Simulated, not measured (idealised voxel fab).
process module | voxel self aligned contacts
cross-section cut | 205 nm wide | cells 5 nm
A cross-section is a grid of square cells, given in bands from the top down. A band is one or more rows of cells.
Each band's line starts with the height of the band's top and of its bottom, in nm. Then come its materials from left to right, each with its width in nm. One material with "throughout" fills the band from edge to edge. "air" is empty space.
Height 0 is the level under which the wafer as received is all one material. The lowest band goes on downwards, as in "0 down".
A width such as "30 to 40" changes by the same amount from each row of cells to the next, from the band's top row to its bottom row.
"no change" after a step means that no cell of the cross-section changed.
closed voids: empty space of 8 cells or more with no open way to the top, each as width x height at its distance from the left edge, in nm
after a step's settings: what the simulator itself notes on the step
overlay nm, on a step with a mask: how far to the right of its planned place the mask lay; to the left if negative
plan
1 op RECEIVE | material Si
2 op CONFORMAL_DEP | material SiO2 | thk nm 5
3 op DIRECTIONAL_DEP | material polySi | thk nm 20
4 op DIRECTIONAL_DEP | material SiN | thk nm 20
5 op MASKED_ETCH | tone cover | mask id GATE | width nm 35 | pitch nm 70 | etch materials SiN | depth nm 20 | overlay nm 0
6 op MASKED_ETCH | tone cover | mask id GATE | width nm 35 | pitch nm 70 | etch materials polySi | depth nm 20 | overlay nm 0
7 op CONFORMAL_DEP | material SiN | thk nm 10
8 op DIRECTIONAL_ETCH | etch materials SiN | depth nm 10
9 op FILL_DEP | material SiO2 | thk nm 10
10 op CMP | height nm 50
11 op PATTERN | tone open | mask id CONTACT | material resist | width nm 45 | pitch nm 70 | thk nm 20 | overlay nm 0
12 op DIRECTIONAL_ETCH | etch materials SiO2 | depth nm 50
13 op STRIP | etch materials resist
14 op CONFORMAL_DEP | material TiN | thk nm 5
15 op FILL_DEP | material Ru | thk nm 10
16 op CMP | height nm 50
17 op CONFORMAL_DEP | material SiCN | thk nm 5
first wafer, as planned
as received, after step 1
  0 down: Si throughout
  closed voids: none
after step 2
  5 to 0: SiO2 throughout
  below 0: unchanged
after step 3
  25 to 5: polySi throughout
  below 5: unchanged
after step 4
  45 to 25: SiN throughout
  below 25: unchanged
after step 5
  45 to 25: air 15 | SiN 35 | air 35 | SiN 35 | air 35 | SiN 35 | air 15
  below 25: unchanged
after step 6
  45 to 25: air 15 | SiN 35 | air 35 | SiN 35 | air 35 | SiN 35 | air 15
  25 to 5: air 15 | polySi 35 | air 35 | polySi 35 | air 35 | polySi 35 | air 15
  below 5: unchanged
after step 7
  55 to 25: air 5 | SiN 55 | air 15 | SiN 55 | air 15 | SiN 55 | air 5
  25 to 15: air 5 | SiN 10 | polySi 35 | SiN 10 | air 15 | SiN 10 | polySi 35 | SiN 10 | air 15 | SiN 10 | polySi 35 | SiN 10 | air 5
  15 to 5: SiN 15 | polySi 35 | SiN 35 | polySi 35 | SiN 35 | polySi 35 | SiN 15
  below 5: unchanged
after step 8
  45 to 25: air 5 | SiN 55 | air 15 | SiN 55 | air 15 | SiN 55 | air 5
  25 to 5: air 5 | SiN 10 | polySi 35 | SiN 10 | air 15 | SiN 10 | polySi 35 | SiN 10 | air 15 | SiN 10 | polySi 35 | SiN 10 | air 5
  below 5: unchanged
after step 9
  55 to 45: SiO2 throughout
  45 to 25: SiO2 5 | SiN 55 | SiO2 15 | SiN 55 | SiO2 15 | SiN 55 | SiO2 5
  25 to 5: SiO2 5 | SiN 10 | polySi 35 | SiN 10 | SiO2 15 | SiN 10 | polySi 35 | SiN 10 | SiO2 15 | SiN 10 | polySi 35 | SiN 10 | SiO2 5
  below 5: unchanged
after step 10
  50 to 45: SiO2 throughout
  below 45: unchanged
after step 11
  70 to 50: resist 45 | air 45 | resist 25 | air 45 | resist 45
  below 50: unchanged
after step 12
  70 to 50: resist 45 | air 45 | resist 25 | air 45 | resist 45
  50 to 45: SiO2 45 | air 45 | SiO2 25 | air 45 | SiO2 45
  45 to 25: SiO2 5 | SiN 55 | air 15 | SiN 55 | air 15 | SiN 55 | SiO2 5
  25 to 5: SiO2 5 | SiN 10 | polySi 35 | SiN 10 | air 15 | SiN 10 | polySi 35 | SiN 10 | air 15 | SiN 10 | polySi 35 | SiN 10 | SiO2 5
  5 to 0: SiO2 60 | air 15 | SiO2 55 | air 15 | SiO2 60
  below 0: unchanged
after step 13
  50 to 45: SiO2 45 | air 45 | SiO2 25 | air 45 | SiO2 45
  below 45: unchanged
after step 14
  55 to 50: TiN 50 | air 35 | TiN 35 | air 35 | TiN 50
  50 to 45: SiO2 45 | TiN 20 | air 5 | TiN 20 | SiO2 25 | TiN 20 | air 5 | TiN 20 | SiO2 45
  45 to 25: SiO2 5 | SiN 55 | TiN 5 | air 5 | TiN 5 | SiN 55 | TiN 5 | air 5 | TiN 5 | SiN 55 | SiO2 5
  25 to 5: SiO2 5 | SiN 10 | polySi 35 | SiN 10 | TiN 5 | air 5 | TiN 5 | SiN 10 | polySi 35 | SiN 10 | TiN 5 | air 5 | TiN 5 | SiN 10 | polySi 35 | SiN 10 | SiO2 5
  5 to 0: SiO2 60 | TiN 15 | SiO2 55 | TiN 15 | SiO2 60
  below 0: unchanged
after step 15
  65 to 55: Ru throughout
  55 to 50: TiN 50 | Ru 35 | TiN 35 | Ru 35 | TiN 50
  50 to 45: SiO2 45 | TiN 20 | Ru 5 | TiN 20 | SiO2 25 | TiN 20 | Ru 5 | TiN 20 | SiO2 45
  45 to 25: SiO2 5 | SiN 55 | TiN 5 | Ru 5 | TiN 5 | SiN 55 | TiN 5 | Ru 5 | TiN 5 | SiN 55 | SiO2 5
  25 to 5: SiO2 5 | SiN 10 | polySi 35 | SiN 10 | TiN 5 | Ru 5 | TiN 5 | SiN 10 | polySi 35 | SiN 10 | TiN 5 | Ru 5 | TiN 5 | SiN 10 | polySi 35 | SiN 10 | SiO2 5
  below 5: unchanged
after step 16
  50 to 45: SiO2 45 | TiN 20 | Ru 5 | TiN 20 | SiO2 25 | TiN 20 | Ru 5 | TiN 20 | SiO2 45
  below 45: unchanged
after step 17
  55 to 50: SiCN throughout
  below 50: unchanged
second wafer: like start, like plan, one mistake. Through step 10 it matches the first wafer
when step 11 should have ended
  70 to 50: resist 45 | air 50 | resist 20 | air 50 | resist 40
  below 50: unchanged
when step 12 should have ended
  70 to 50: resist 45 | air 50 | resist 20 | air 50 | resist 40
  50 to 45: SiO2 45 | air 50 | SiO2 20 | air 50 | SiO2 40
  45 to 25: SiO2 5 | SiN 55 | air 15 | SiN 55 | air 15 | SiN 55 | SiO2 5
  25 to 5: SiO2 5 | SiN 10 | polySi 35 | SiN 10 | air 15 | SiN 10 | polySi 35 | SiN 10 | air 15 | SiN 10 | polySi 35 | SiN 10 | SiO2 5
  5 to 0: SiO2 60 | air 15 | SiO2 55 | air 15 | SiO2 60
  below 0: unchanged
when step 13 should have ended
  50 to 45: SiO2 45 | air 50 | SiO2 20 | air 50 | SiO2 40
  below 45: unchanged
when step 14 should have ended
  55 to 50: TiN 50 | air 40 | TiN 30 | air 40 | TiN 45
  50 to 45: SiO2 45 | TiN 20 | air 5 | TiN 25 | SiO2 20 | TiN 20 | air 5 | TiN 25 | SiO2 40
  45 to 25: SiO2 5 | SiN 55 | TiN 5 | air 5 | TiN 5 | SiN 55 | TiN 5 | air 5 | TiN 5 | SiN 55 | SiO2 5
  25 to 5: SiO2 5 | SiN 10 | polySi 35 | SiN 10 | TiN 5 | air 5 | TiN 5 | SiN 10 | polySi 35 | SiN 10 | TiN 5 | air 5 | TiN 5 | SiN 10 | polySi 35 | SiN 10 | SiO2 5
  5 to 0: SiO2 60 | TiN 15 | SiO2 55 | TiN 15 | SiO2 60
  below 0: unchanged
when step 15 should have ended
  65 to 55: Ru throughout
  55 to 50: TiN 50 | Ru 40 | TiN 30 | Ru 40 | TiN 45
  50 to 45: SiO2 45 | TiN 20 | Ru 5 | TiN 25 | SiO2 20 | TiN 20 | Ru 5 | TiN 25 | SiO2 40
  45 to 25: SiO2 5 | SiN 55 | TiN 5 | Ru 5 | TiN 5 | SiN 55 | TiN 5 | Ru 5 | TiN 5 | SiN 55 | SiO2 5
  25 to 5: SiO2 5 | SiN 10 | polySi 35 | SiN 10 | TiN 5 | Ru 5 | TiN 5 | SiN 10 | polySi 35 | SiN 10 | TiN 5 | Ru 5 | TiN 5 | SiN 10 | polySi 35 | SiN 10 | SiO2 5
  below 5: unchanged
when step 16 should have ended
  50 to 45: SiO2 45 | TiN 20 | Ru 5 | TiN 25 | SiO2 20 | TiN 20 | Ru 5 | TiN 25 | SiO2 40
  below 45: unchanged
when step 17 should have ended
  55 to 50: SiCN throughout
  below 50: unchanged
what went wrong: step 11 ran as: op PATTERN | tone open | mask id CONTACT | material resist | width nm 50 | pitch nm 70 | thk nm 20 | overlay nm 0
at the end the second wafer has, in cells: 2 fewer of SiO2 | 2 more of TiN
